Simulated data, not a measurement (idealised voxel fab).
Process module, titled voxel transistor to metal
The cross-section on display is named cut; it measures 200 nm wide, and its cells are 5 nm squares.
The cross-sections in this document take the form of a grid made of square cells. They are written out as bands, in order from top to bottom. Each band consists of one or more rows of cells.
A band entry consists of two parts. The first gives the height of the band's top and the height of its bottom, in nm. The rest lists the band's materials from left to right, each with its width in nm. A single material labelled with the word "everywhere" fills the band from edge to edge, and the word "empty" marks empty space.
Heights from 0 (as-received wafer is one material below). Bottom band endless downward, as "0..down".
Read "30..40" as a graded width: first number on top, second number at the bottom, same change between each pair of neighbouring rows.
"left unchanged" -> step changed no cross-section cell.
Basically, "Closed void entries" tells you about the enclosed voids: empty spaces with no open way to the top, 8 cells or bigger, each written width x height at distance, where distance is from the left edge, all in nm.
Step line, after settings: the simulator's comment on this step.
Steps that use a mask can have "overlay nm" on their line. It says how far the mask sat to the right of where it was meant to be. Negative means to the left.

The steps planned for the process are as follows
step 1: RECEIVE | material Si
step 2: CONFORMAL_DEP | material SiO2 | thk nm 5
step 3: CONFORMAL_DEP | material SiN | thk nm 10
step 4: MASKED_ETCH | tone cover | mask id ACTIVE | width nm 135 | etch materials SiN | depth nm 10 | overlay nm 0
step 5: MASKED_ETCH | tone cover | mask id ACTIVE | width nm 135 | etch materials SiO2 | depth nm 5 | overlay nm 0
step 6: MASKED_ETCH | tone cover | mask id ACTIVE | width nm 135 | etch materials Si | depth nm 35 | overlay nm 0
step 7: OXIDIZE | depth nm 5
step 8: FILL_DEP | material SiO2 | thk nm 10
step 9: CMP | height nm 15
step 10: SELECTIVE_ETCH | etch materials SiO2 | depth nm 5
step 11: STRIP | etch materials SiN
step 12: SELECTIVE_ETCH | etch materials SiO2 | depth nm 5
step 13: OXIDIZE | depth nm 5
step 14: DIRECTIONAL_DEP | material polySi | thk nm 30
step 15: DIRECTIONAL_DEP | material SiCN | thk nm 15
step 16: DIRECTIONAL_DEP | material aC | thk nm 15
step 17: PATTERN | tone cover | mask id GATE | material resist | width nm 35 | thk nm 35 | overlay nm 0
step 18: DIRECTIONAL_ETCH | etch materials aC | depth nm 15
step 19: STRIP | etch materials resist
step 20: DIRECTIONAL_ETCH | etch materials SiCN | depth nm 25
step 21: DIRECTIONAL_ETCH | etch materials polySi | depth nm 40
step 22: STRIP | etch materials aC
step 23: CONFORMAL_DEP | material SiO2 | thk nm 5
step 24: DIRECTIONAL_ETCH | etch materials SiO2 | depth nm 5
step 25: CONFORMAL_DEP | material SiN | thk nm 10
step 26: DIRECTIONAL_ETCH | etch materials SiN | depth nm 10
step 27: DIRECTIONAL_ETCH | etch materials SiO2 | depth nm 5
step 28: DIRECTIONAL_ETCH | etch materials Si | depth nm 5
step 29: EPI | material pSi | thk nm 5
step 30: FILL_DEP | material SiO2 | thk nm 5
step 31: CMP | height nm 30
step 32: STRIP | etch materials polySi
step 33: SELECTIVE_ETCH | etch materials SiO2 | depth nm 5
step 34: CONFORMAL_DEP | material HfO2 | thk nm 5
step 35: CONFORMAL_DEP | material TiN | thk nm 5
step 36: FILL_DEP | material W | thk nm 5
step 37: CMP | height nm 25
step 38: DIRECTIONAL_DEP | material SiO2 | thk nm 10
step 39: PATTERN | tone open | mask id CONTACT | material resist | width nm 20 | pitch nm 95 | thk nm 15 | overlay nm 0
step 40: DIRECTIONAL_ETCH | etch materials SiO2 | depth nm 40
step 41: STRIP | etch materials resist
step 42: CONFORMAL_DEP | material TiN | thk nm 5
step 43: FILL_DEP | material W | thk nm 10
step 44: CMP | height nm 35
step 45: DIRECTIONAL_DEP | material TiN | thk nm 5
step 46: DIRECTIONAL_DEP | material Ru | thk nm 15
step 47: MASKED_ETCH | tone cover | mask id METAL_1 | width nm 20 | pitch nm 95 | etch materials Ru | depth nm 15 | overlay nm 0
step 48: MASKED_ETCH | tone cover | mask id METAL_1 | width nm 20 | pitch nm 95 | etch materials TiN | depth nm 5 | overlay nm 0
step 49: CONFORMAL_DEP | material SiN | thk nm 5
step 50: FILL_DEP | material lowk | thk nm 5
step 51: CMP | height nm 55
step 52: CONFORMAL_DEP | material SiCN | thk nm 5

first wafer, as planned

As-received state of the wafer in cross-section, equivalent to post-step 1
* 0..down | Si everywhere
* Closed void entries: none

The wafer, seen in cross-section, after step 2
* 5..0 | SiO2 everywhere
* Note: structure below 0 unchanged.

The wafer, seen in cross-section, after step 3
* 15..5 | SiN everywhere
* Note: structure below 5 unchanged.

The wafer, seen in cross-section, after step 4
* 15..5 | empty (30), then SiN (135), then empty (35)
* Note: structure below 5 unchanged.

The wafer, seen in cross-section, after step 5
* 15..5 | empty (30), then SiN (135), then empty (35)
* 5..0 | empty (30), then SiO2 (135), then empty (35)
* Note: structure below 0 unchanged.

The wafer, seen in cross-section, after step 6
* 15..5 | empty (30), then SiN (135), then empty (35)
* 5..0 | empty (30), then SiO2 (135), then empty (35)
* 0..-35 | empty (30), then Si (135), then empty (35)
* Note: structure below -35 unchanged.

The wafer, seen in cross-section, after step 7
* 15..5 | empty (30), then SiN (135), then empty (35)
* 5..0 | empty (30), then SiO2 (135), then empty (35)
* 0..-35 | empty (30), then SiO2 (5), then Si (125), then SiO2 (5), then empty (35)
* -35..-40 | SiO2 (35), then Si (125), then SiO2 (40)
* Note: structure below -40 unchanged.

The wafer, seen in cross-section, after step 8
* 25..15 | SiO2 everywhere
* 15..5 | SiO2 (30), then SiN (135), then SiO2 (35)
* 5..0 | SiO2 everywhere
* 0..-40 | SiO2 (35), then Si (125), then SiO2 (40)
* Note: structure below -40 unchanged.

The wafer, seen in cross-section, after step 9
* 15..5 | SiO2 (30), then SiN (135), then SiO2 (35)
* Note: structure below 5 unchanged.

The wafer, seen in cross-section, after step 10
* 15..10 | empty (30), then SiN (135), then empty (35)
* Note: structure below 10 unchanged.

The wafer, seen in cross-section, after step 11
* 10..5 | SiO2 (30), then empty (135), then SiO2 (35)
* Note: structure below 5 unchanged.

The wafer, seen in cross-section, after step 12
* 5..0 | SiO2 (25), then empty (145), then SiO2 (30)
* Note: structure below 0 unchanged.

The wafer, seen in cross-section, after step 13
* 5..0 | SiO2 (25), then empty (145), then SiO2 (30)
* 0..-5 | SiO2 everywhere
* Note: structure below -5 unchanged.

The wafer, seen in cross-section, after step 14
* 35..30 | polySi (25), then empty (145), then polySi (30)
* 30..5 | polySi everywhere
* 5..0 | SiO2 (25), then polySi (145), then SiO2 (30)
* Note: structure below 0 unchanged.

The wafer, seen in cross-section, after step 15
* 50..45 | SiCN (25), then empty (145), then SiCN (30)
* 45..35 | SiCN everywhere
* 35..30 | polySi (25), then SiCN (145), then polySi (30)
* Note: structure below 30 unchanged.

The wafer, seen in cross-section, after step 16
* 65..60 | aC (25), then empty (145), then aC (30)
* 60..50 | aC everywhere
* 50..45 | SiCN (25), then aC (145), then SiCN (30)
* Note: structure below 45 unchanged.

The wafer, seen in cross-section, after step 17
* 100..65 | empty (80), then resist (35), then empty (85)
* 65..60 | aC (25), then empty (55), then resist (35), then empty (55), then aC (30)
* Note: structure below 60 unchanged.

The wafer, seen in cross-section, after step 18
* 85..60 | empty (80), then resist (35), then empty (85)
* 60..50 | empty (80), then aC (35), then empty (85)
* 50..45 | SiCN (25), then empty (55), then aC (35), then empty (55), then SiCN (30)
* Note: structure below 45 unchanged.

The wafer, seen in cross-section, after step 19
* 60..50 | empty (80), then aC (35), then empty (85)
* Note: structure below 50 unchanged.

The wafer, seen in cross-section, after step 20
* 60..45 | empty (80), then aC (35), then empty (85)
* 45..35 | empty (80), then SiCN (35), then empty (85)
* 35..30 | polySi (25), then empty (55), then SiCN (35), then empty (55), then polySi (30)
* Note: structure below 30 unchanged.

The wafer, seen in cross-section, after step 21
* 60..45 | empty (80), then aC (35), then empty (85)
* 45..30 | empty (80), then SiCN (35), then empty (85)
* 30..5 | empty (80), then polySi (35), then empty (85)
* 5..0 | SiO2 (25), then empty (55), then polySi (35), then empty (55), then SiO2 (30)
* Note: structure below 0 unchanged.

The wafer, seen in cross-section, after step 22
* 45..30 | empty (80), then SiCN (35), then empty (85)
* Note: structure below 30 unchanged.

The wafer, seen in cross-section, after step 23
* 50..45 | empty (75), then SiO2 (45), then empty (80)
* 45..30 | empty (75), then SiO2 (5), then SiCN (35), then SiO2 (5), then empty (80)
* 30..10 | empty (75), then SiO2 (5), then polySi (35), then SiO2 (5), then empty (80)
* 10..5 | SiO2 (30), then empty (45), then SiO2 (5), then polySi (35), then SiO2 (5), then empty (45), then SiO2 (35)
* 5..0 | SiO2 (80), then polySi (35), then SiO2 (85)
* Note: structure below 0 unchanged.

The wafer, seen in cross-section, after step 24
* 45..30 | empty (75), then SiO2 (5), then SiCN (35), then SiO2 (5), then empty (80)
* 30..5 | empty (75), then SiO2 (5), then polySi (35), then SiO2 (5), then empty (80)
* 5..0 | SiO2 (30), then empty (45), then SiO2 (5), then polySi (35), then SiO2 (5), then empty (45), then SiO2 (35)
* Note: structure below 0 unchanged.

The wafer, seen in cross-section, after step 25
* 55..45 | empty (65), then SiN (65), then empty (70)
* 45..30 | empty (65), then SiN (10), then SiO2 (5), then SiCN (35), then SiO2 (5), then SiN (10), then empty (70)
* 30..15 | empty (65), then SiN (10), then SiO2 (5), then polySi (35), then SiO2 (5), then SiN (10), then empty (70)
* 15..10 | SiN (40), then empty (25), then SiN (10), then SiO2 (5), then polySi (35), then SiO2 (5), then SiN (10), then empty (25), then SiN (45)
* 10..5 | SiN (75), then SiO2 (5), then polySi (35), then SiO2 (5), then SiN (80)
* 5..0 | SiO2 (30), then SiN (45), then SiO2 (5), then polySi (35), then SiO2 (5), then SiN (45), then SiO2 (35)
* Note: structure below 0 unchanged.

The wafer, seen in cross-section, after step 26
* 45..30 | empty (65), then SiN (10), then SiO2 (5), then SiCN (35), then SiO2 (5), then SiN (10), then empty (70)
* 30..5 | empty (65), then SiN (10), then SiO2 (5), then polySi (35), then SiO2 (5), then SiN (10), then empty (70)
* 5..0 | SiO2 (30), then SiN (10), then empty (25), then SiN (10), then SiO2 (5), then polySi (35), then SiO2 (5), then SiN (10), then empty (25), then SiN (10), then SiO2 (35)
* Note: structure below 0 unchanged.

The wafer, seen in cross-section, after step 27
* 45..40 | empty (65), then SiN (10), then empty (5), then SiCN (35), then empty (5), then SiN (10), then empty (70)
* 40..30 | empty (65), then SiN (10), then SiO2 (5), then SiCN (35), then SiO2 (5), then SiN (10), then empty (70)
* 30..5 | empty (65), then SiN (10), then SiO2 (5), then polySi (35), then SiO2 (5), then SiN (10), then empty (70)
* 5..0 | empty (30), then SiN (10), then empty (25), then SiN (10), then SiO2 (5), then polySi (35), then SiO2 (5), then SiN (10), then empty (25), then SiN (10), then empty (35)
* 0..-5 | SiO2 (40), then empty (25), then SiO2 (65), then empty (25), then SiO2 (45)
* Note: structure below -5 unchanged.

The wafer, seen in cross-section, after step 28
* 45..40 | empty (65), then SiN (10), then empty (5), then SiCN (35), then empty (5), then SiN (10), then empty (70)
* 40..30 | empty (65), then SiN (10), then SiO2 (5), then SiCN (35), then SiO2 (5), then SiN (10), then empty (70)
* 30..5 | empty (65), then SiN (10), then SiO2 (5), then polySi (35), then SiO2 (5), then SiN (10), then empty (70)
* 5..0 | empty (30), then SiN (10), then empty (25), then SiN (10), then SiO2 (5), then polySi (35), then SiO2 (5), then SiN (10), then empty (25), then SiN (10), then empty (35)
* 0..-5 | SiO2 (40), then empty (25), then SiO2 (65), then empty (25), then SiO2 (45)
* -5..-10 | SiO2 (35), then Si (5), then empty (25), then Si (65), then empty (25), then Si (5), then SiO2 (40)
* Note: structure below -10 unchanged.

The wafer, seen in cross-section, after step 29
* 45..40 | empty (65), then SiN (10), then empty (5), then SiCN (35), then empty (5), then SiN (10), then empty (70)
* 40..30 | empty (65), then SiN (10), then SiO2 (5), then SiCN (35), then SiO2 (5), then SiN (10), then empty (70)
* 30..5 | empty (65), then SiN (10), then SiO2 (5), then polySi (35), then SiO2 (5), then SiN (10), then empty (70)
* 5..0 | empty (30), then SiN (10), then empty (25), then SiN (10), then SiO2 (5), then polySi (35), then SiO2 (5), then SiN (10), then empty (25), then SiN (10), then empty (35)
* 0..-5 | SiO2 (40), then pSi (5), then empty (15), then pSi (5), then SiO2 (65), then pSi (5), then empty (15), then pSi (5), then SiO2 (45)
* -5..-10 | SiO2 (35), then Si (5), then pSi (25), then Si (65), then pSi (25), then Si (5), then SiO2 (40)
* Note: structure below -10 unchanged.

The wafer, seen in cross-section, after step 30
* 50..45 | SiO2 everywhere
* 45..30 | SiO2 (65), then SiN (10), then SiO2 (5), then SiCN (35), then SiO2 (5), then SiN (10), then SiO2 (70)
* 30..5 | SiO2 (65), then SiN (10), then SiO2 (5), then polySi (35), then SiO2 (5), then SiN (10), then SiO2 (70)
* 5..0 | SiO2 (30), then SiN (10), then SiO2 (25), then SiN (10), then SiO2 (5), then polySi (35), then SiO2 (5), then SiN (10), then SiO2 (25), then SiN (10), then SiO2 (35)
* 0..-5 | SiO2 (40), then pSi (5), then SiO2 (15), then pSi (5), then SiO2 (65), then pSi (5), then SiO2 (15), then pSi (5), then SiO2 (45)
* Note: structure below -5 unchanged.

The wafer, seen in cross-section, after step 31
* 30..5 | SiO2 (65), then SiN (10), then SiO2 (5), then polySi (35), then SiO2 (5), then SiN (10), then SiO2 (70)
* Note: structure below 5 unchanged.

The wafer, seen in cross-section, after step 32
* 30..5 | SiO2 (65), then SiN (10), then SiO2 (5), then empty (35), then SiO2 (5), then SiN (10), then SiO2 (70)
* 5..0 | SiO2 (30), then SiN (10), then SiO2 (25), then SiN (10), then SiO2 (5), then empty (35), then SiO2 (5), then SiN (10), then SiO2 (25), then SiN (10), then SiO2 (35)
* Note: structure below 0 unchanged.

The wafer, seen in cross-section, after step 33
* 30..25 | empty (65), then SiN (10), then empty (45), then SiN (10), then empty (70)
* 25..5 | SiO2 (65), then SiN (10), then empty (45), then SiN (10), then SiO2 (70)
* 5..0 | SiO2 (30), then SiN (10), then SiO2 (25), then SiN (10), then empty (45), then SiN (10), then SiO2 (25), then SiN (10), then SiO2 (35)
* 0..-5 | SiO2 (40), then pSi (5), then SiO2 (15), then pSi (5), then SiO2 (10), then empty (45), then SiO2 (10), then pSi (5), then SiO2 (15), then pSi (5), then SiO2 (45)
* Note: structure below -5 unchanged.

The wafer, seen in cross-section, after step 34
* 35..30 | empty (60), then HfO2 (20), then empty (35), then HfO2 (20), then empty (65)
* 30..25 | HfO2 (65), then SiN (10), then HfO2 (5), then empty (35), then HfO2 (5), then SiN (10), then HfO2 (70)
* 25..5 | SiO2 (65), then SiN (10), then HfO2 (5), then empty (35), then HfO2 (5), then SiN (10), then SiO2 (70)
* 5..0 | SiO2 (30), then SiN (10), then SiO2 (25), then SiN (10), then HfO2 (5), then empty (35), then HfO2 (5), then SiN (10), then SiO2 (25), then SiN (10), then SiO2 (35)
* 0..-5 | SiO2 (40), then pSi (5), then SiO2 (15), then pSi (5), then SiO2 (10), then HfO2 (45), then SiO2 (10), then pSi (5), then SiO2 (15), then pSi (5), then SiO2 (45)
* Note: structure below -5 unchanged.

The wafer, seen in cross-section, after step 35
* 40..35 | empty (55), then TiN (30), then empty (25), then TiN (30), then empty (60)
* 35..30 | TiN (60), then HfO2 (20), then TiN (5), then empty (25), then TiN (5), then HfO2 (20), then TiN (65)
* 30..25 | HfO2 (65), then SiN (10), then HfO2 (5), then TiN (5), then empty (25), then TiN (5), then HfO2 (5), then SiN (10), then HfO2 (70)
* 25..5 | SiO2 (65), then SiN (10), then HfO2 (5), then TiN (5), then empty (25), then TiN (5), then HfO2 (5), then SiN (10), then SiO2 (70)
* 5..0 | SiO2 (30), then SiN (10), then SiO2 (25), then SiN (10), then HfO2 (5), then TiN (35), then HfO2 (5), then SiN (10), then SiO2 (25), then SiN (10), then SiO2 (35)
* Note: structure below 0 unchanged.

The wafer, seen in cross-section, after step 36
* 45..40 | W everywhere
* 40..35 | W (55), then TiN (30), then W (25), then TiN (30), then W (60)
* 35..30 | TiN (60), then HfO2 (20), then TiN (5), then W (25), then TiN (5), then HfO2 (20), then TiN (65)
* 30..25 | HfO2 (65), then SiN (10), then HfO2 (5), then TiN (5), then W (25), then TiN (5), then HfO2 (5), then SiN (10), then HfO2 (70)
* 25..5 | SiO2 (65), then SiN (10), then HfO2 (5), then TiN (5), then W (25), then TiN (5), then HfO2 (5), then SiN (10), then SiO2 (70)
* Note: structure below 5 unchanged.

The wafer, seen in cross-section, after step 37
* 25..5 | SiO2 (65), then SiN (10), then HfO2 (5), then TiN (5), then W (25), then TiN (5), then HfO2 (5), then SiN (10), then SiO2 (70)
* Note: structure below 5 unchanged.

The wafer, seen in cross-section, after step 38
* 35..25 | SiO2 everywhere
* Note: structure below 25 unchanged.

The wafer, seen in cross-section, after step 39
* 50..35 | resist (40), then empty (20), then resist (75), then empty (20), then resist (45)
* Note: structure below 35 unchanged.

The wafer, seen in cross-section, after step 40
* 50..35 | resist (40), then empty (20), then resist (75), then empty (20), then resist (45)
* 35..25 | SiO2 (40), then empty (20), then SiO2 (75), then empty (20), then SiO2 (45)
* 25..5 | SiO2 (40), then empty (20), then SiO2 (5), then SiN (10), then HfO2 (5), then TiN (5), then W (25), then TiN (5), then HfO2 (5), then SiN (10), then SiO2 (5), then empty (20), then SiO2 (45)
* 5..0 | SiO2 (30), then SiN (10), then empty (20), then SiO2 (5), then SiN (10), then HfO2 (5), then TiN (35), then HfO2 (5), then SiN (10), then SiO2 (5), then empty (20), then SiN (10), then SiO2 (35)
* 0..-5 | SiO2 (40), then pSi (5), then empty (15), then pSi (5), then SiO2 (10), then HfO2 (45), then SiO2 (10), then pSi (5), then empty (15), then pSi (5), then SiO2 (45)
* Note: structure below -5 unchanged.

The wafer, seen in cross-section, after step 41
* 35..25 | SiO2 (40), then empty (20), then SiO2 (75), then empty (20), then SiO2 (45)
* Note: structure below 25 unchanged.

The wafer, seen in cross-section, after step 42
* 40..35 | TiN (45), then empty (10), then TiN (85), then empty (10), then TiN (50)
* 35..25 | SiO2 (40), then TiN (5), then empty (10), then TiN (5), then SiO2 (75), then TiN (5), then empty (10), then TiN (5), then SiO2 (45)
* 25..5 | SiO2 (40), then TiN (5), then empty (10), then TiN (5), then SiO2 (5), then SiN (10), then HfO2 (5), then TiN (5), then W (25), then TiN (5), then HfO2 (5), then SiN (10), then SiO2 (5), then TiN (5), then empty (10), then TiN (5), then SiO2 (45)
* 5..0 | SiO2 (30), then SiN (10), then TiN (10), then empty (5), then TiN (5), then SiO2 (5), then SiN (10), then HfO2 (5), then TiN (35), then HfO2 (5), then SiN (10), then SiO2 (5), then TiN (5), then empty (5), then TiN (10), then SiN (10), then SiO2 (35)
* 0..-5 | SiO2 (40), then pSi (5), then TiN (15), then pSi (5), then SiO2 (10), then HfO2 (45), then SiO2 (10), then pSi (5), then TiN (15), then pSi (5), then SiO2 (45)
* Note: structure below -5 unchanged.

The wafer, seen in cross-section, after step 43
* 50..40 | W everywhere
* 40..35 | TiN (45), then W (10), then TiN (85), then W (10), then TiN (50)
* 35..25 | SiO2 (40), then TiN (5), then W (10), then TiN (5), then SiO2 (75), then TiN (5), then W (10), then TiN (5), then SiO2 (45)
* 25..5 | SiO2 (40), then TiN (5), then W (10), then TiN (5), then SiO2 (5), then SiN (10), then HfO2 (5), then TiN (5), then W (25), then TiN (5), then HfO2 (5), then SiN (10), then SiO2 (5), then TiN (5), then W (10), then TiN (5), then SiO2 (45)
* 5..0 | SiO2 (30), then SiN (10), then TiN (10), then W (5), then TiN (5), then SiO2 (5), then SiN (10), then HfO2 (5), then TiN (35), then HfO2 (5), then SiN (10), then SiO2 (5), then TiN (5), then W (5), then TiN (10), then SiN (10), then SiO2 (35)
* Note: structure below 0 unchanged.

The wafer, seen in cross-section, after step 44
* 35..25 | SiO2 (40), then TiN (5), then W (10), then TiN (5), then SiO2 (75), then TiN (5), then W (10), then TiN (5), then SiO2 (45)
* Note: structure below 25 unchanged.

The wafer, seen in cross-section, after step 45
* 40..35 | TiN everywhere
* Note: structure below 35 unchanged.

The wafer, seen in cross-section, after step 46
* 55..40 | Ru everywhere
* Note: structure below 40 unchanged.

The wafer, seen in cross-section, after step 47
* 55..40 | empty (40), then Ru (20), then empty (75), then Ru (20), then empty (45)
* Note: structure below 40 unchanged.

The wafer, seen in cross-section, after step 48
* 55..40 | empty (40), then Ru (20), then empty (75), then Ru (20), then empty (45)
* 40..35 | empty (40), then TiN (20), then empty (75), then TiN (20), then empty (45)
* Note: structure below 35 unchanged.

The wafer, seen in cross-section, after step 49
* 60..55 | empty (35), then SiN (30), then empty (65), then SiN (30), then empty (40)
* 55..40 | empty (35), then SiN (5), then Ru (20), then SiN (5), then empty (65), then SiN (5), then Ru (20), then SiN (5), then empty (40)
* 40..35 | SiN (40), then TiN (20), then SiN (75), then TiN (20), then SiN (45)
* Note: structure below 35 unchanged.

The wafer, seen in cross-section, after step 50
* 65..60 | lowk everywhere
* 60..55 | lowk (35), then SiN (30), then lowk (65), then SiN (30), then lowk (40)
* 55..40 | lowk (35), then SiN (5), then Ru (20), then SiN (5), then lowk (65), then SiN (5), then Ru (20), then SiN (5), then lowk (40)
* Note: structure below 40 unchanged.

The wafer, seen in cross-section, after step 51
* 55..40 | lowk (35), then SiN (5), then Ru (20), then SiN (5), then lowk (65), then SiN (5), then Ru (20), then SiN (5), then lowk (40)
* Note: structure below 40 unchanged.

The wafer, seen in cross-section, after step 52
* 60..55 | SiCN everywhere
* Note: structure below 55 unchanged.

Second wafer, same starting conditions and recipe as the first, one mistake in executing it, nothing differs from the first up to and including step 29

What the second wafer looks like in cross-section when step 30 should have wrapped up
* 50..45 | TiN everywhere
* 45..40 | TiN (65), then SiN (10), then TiN (5), then SiCN (35), then TiN (5), then SiN (10), then TiN (70)
* 40..30 | TiN (65), then SiN (10), then SiO2 (5), then SiCN (35), then SiO2 (5), then SiN (10), then TiN (70)
* 30..5 | TiN (65), then SiN (10), then SiO2 (5), then polySi (35), then SiO2 (5), then SiN (10), then TiN (70)
* 5..0 | TiN (30), then SiN (10), then TiN (25), then SiN (10), then SiO2 (5), then polySi (35), then SiO2 (5), then SiN (10), then TiN (25), then SiN (10), then TiN (35)
* 0..-5 | SiO2 (40), then pSi (5), then TiN (15), then pSi (5), then SiO2 (65), then pSi (5), then TiN (15), then pSi (5), then SiO2 (45)
* Note: structure below -5 unchanged.

What the second wafer looks like in cross-section when step 31 should have wrapped up
* 30..5 | TiN (65), then SiN (10), then SiO2 (5), then polySi (35), then SiO2 (5), then SiN (10), then TiN (70)
* Note: structure below 5 unchanged.

What the second wafer looks like in cross-section when step 32 should have wrapped up
* 30..5 | TiN (65), then SiN (10), then SiO2 (5), then empty (35), then SiO2 (5), then SiN (10), then TiN (70)
* 5..0 | TiN (30), then SiN (10), then TiN (25), then SiN (10), then SiO2 (5), then empty (35), then SiO2 (5), then SiN (10), then TiN (25), then SiN (10), then TiN (35)
* Note: structure below 0 unchanged.

What the second wafer looks like in cross-section when step 33 should have wrapped up
* 30..5 | TiN (65), then SiN (10), then empty (45), then SiN (10), then TiN (70)
* 5..0 | TiN (30), then SiN (10), then TiN (25), then SiN (10), then empty (45), then SiN (10), then TiN (25), then SiN (10), then TiN (35)
* 0..-5 | SiO2 (40), then pSi (5), then TiN (15), then pSi (5), then SiO2 (10), then empty (45), then SiO2 (10), then pSi (5), then TiN (15), then pSi (5), then SiO2 (45)
* Note: structure below -5 unchanged.

What the second wafer looks like in cross-section when step 34 should have wrapped up
* 35..30 | HfO2 (80), then empty (35), then HfO2 (85)
* 30..5 | TiN (65), then SiN (10), then HfO2 (5), then empty (35), then HfO2 (5), then SiN (10), then TiN (70)
* 5..0 | TiN (30), then SiN (10), then TiN (25), then SiN (10), then HfO2 (5), then empty (35), then HfO2 (5), then SiN (10), then TiN (25), then SiN (10), then TiN (35)
* 0..-5 | SiO2 (40), then pSi (5), then TiN (15), then pSi (5), then SiO2 (10), then HfO2 (45), then SiO2 (10), then pSi (5), then TiN (15), then pSi (5), then SiO2 (45)
* Note: structure below -5 unchanged.

What the second wafer looks like in cross-section when step 35 should have wrapped up
* 40..35 | TiN (85), then empty (25), then TiN (90)
* 35..30 | HfO2 (80), then TiN (5), then empty (25), then TiN (5), then HfO2 (85)
* 30..5 | TiN (65), then SiN (10), then HfO2 (5), then TiN (5), then empty (25), then TiN (5), then HfO2 (5), then SiN (10), then TiN (70)
* 5..0 | TiN (30), then SiN (10), then TiN (25), then SiN (10), then HfO2 (5), then TiN (35), then HfO2 (5), then SiN (10), then TiN (25), then SiN (10), then TiN (35)
* Note: structure below 0 unchanged.

What the second wafer looks like in cross-section when step 36 should have wrapped up
* 45..40 | W everywhere
* 40..35 | TiN (85), then W (25), then TiN (90)
* 35..30 | HfO2 (80), then TiN (5), then W (25), then TiN (5), then HfO2 (85)
* 30..5 | TiN (65), then SiN (10), then HfO2 (5), then TiN (5), then W (25), then TiN (5), then HfO2 (5), then SiN (10), then TiN (70)
* Note: structure below 5 unchanged.

What the second wafer looks like in cross-section when step 37 should have wrapped up
* 25..5 | TiN (65), then SiN (10), then HfO2 (5), then TiN (5), then W (25), then TiN (5), then HfO2 (5), then SiN (10), then TiN (70)
* Note: structure below 5 unchanged.

What the second wafer looks like in cross-section when step 38 should have wrapped up
* 35..25 | SiO2 everywhere
* Note: structure below 25 unchanged.

What the second wafer looks like in cross-section when step 39 should have wrapped up
* 50..35 | resist (40), then empty (20), then resist (75), then empty (20), then resist (45)
* Note: structure below 35 unchanged.

What the second wafer looks like in cross-section when step 40 should have wrapped up
* 50..35 | resist (40), then empty (20), then resist (75), then empty (20), then resist (45)
* 35..25 | SiO2 (40), then empty (20), then SiO2 (75), then empty (20), then SiO2 (45)
* Note: structure below 25 unchanged.

What the second wafer looks like in cross-section when step 41 should have wrapped up
* 35..25 | SiO2 (40), then empty (20), then SiO2 (75), then empty (20), then SiO2 (45)
* Note: structure below 25 unchanged.

What the second wafer looks like in cross-section when step 42 should have wrapped up
* 40..35 | TiN (45), then empty (10), then TiN (85), then empty (10), then TiN (50)
* 35..30 | SiO2 (40), then TiN (5), then empty (10), then TiN (5), then SiO2 (75), then TiN (5), then empty (10), then TiN (5), then SiO2 (45)
* 30..25 | SiO2 (40), then TiN (20), then SiO2 (75), then TiN (20), then SiO2 (45)
* Note: structure below 25 unchanged.

What the second wafer looks like in cross-section when step 43 should have wrapped up
* 50..40 | W everywhere
* 40..35 | TiN (45), then W (10), then TiN (85), then W (10), then TiN (50)
* 35..30 | SiO2 (40), then TiN (5), then W (10), then TiN (5), then SiO2 (75), then TiN (5), then W (10), then TiN (5), then SiO2 (45)
* Note: structure below 30 unchanged.

What the second wafer looks like in cross-section when step 44 should have wrapped up
* 35..30 | SiO2 (40), then TiN (5), then W (10), then TiN (5), then SiO2 (75), then TiN (5), then W (10), then TiN (5), then SiO2 (45)
* Note: structure below 30 unchanged.

What the second wafer looks like in cross-section when step 45 should have wrapped up
* 40..35 | TiN everywhere
* Note: structure below 35 unchanged.

What the second wafer looks like in cross-section when step 46 should have wrapped up
* 55..40 | Ru everywhere
* Note: structure below 40 unchanged.

What the second wafer looks like in cross-section when step 47 should have wrapped up
* 55..40 | empty (40), then Ru (20), then empty (75), then Ru (20), then empty (45)
* Note: structure below 40 unchanged.

What the second wafer looks like in cross-section when step 48 should have wrapped up
* 55..40 | empty (40), then Ru (20), then empty (75), then Ru (20), then empty (45)
* 40..35 | empty (40), then TiN (20), then empty (75), then TiN (20), then empty (45)
* Note: structure below 35 unchanged.

What the second wafer looks like in cross-section when step 49 should have wrapped up
* 60..55 | empty (35), then SiN (30), then empty (65), then SiN (30), then empty (40)
* 55..40 | empty (35), then SiN (5), then Ru (20), then SiN (5), then empty (65), then SiN (5), then Ru (20), then SiN (5), then empty (40)
* 40..35 | SiN (40), then TiN (20), then SiN (75), then TiN (20), then SiN (45)
* Note: structure below 35 unchanged.

What the second wafer looks like in cross-section when step 50 should have wrapped up
* 65..60 | lowk everywhere
* 60..55 | lowk (35), then SiN (30), then lowk (65), then SiN (30), then lowk (40)
* 55..40 | lowk (35), then SiN (5), then Ru (20), then SiN (5), then lowk (65), then SiN (5), then Ru (20), then SiN (5), then lowk (40)
* Note: structure below 40 unchanged.

What the second wafer looks like in cross-section when step 51 should have wrapped up
* 55..40 | lowk (35), then SiN (5), then Ru (20), then SiN (5), then lowk (65), then SiN (5), then Ru (20), then SiN (5), then lowk (40)
* Note: structure below 40 unchanged.

What the second wafer looks like in cross-section when step 52 should have wrapped up
* 60..55 | SiCN everywhere
* Note: structure below 55 unchanged.
Where did the run depart from the plan? step 30 deviated from plan and actually ran as FILL_DEP | material TiN | thk nm 5
at the end the second wafer has, in cells: 91 fewer of SiO2; 113 more of TiN; 22 fewer of W
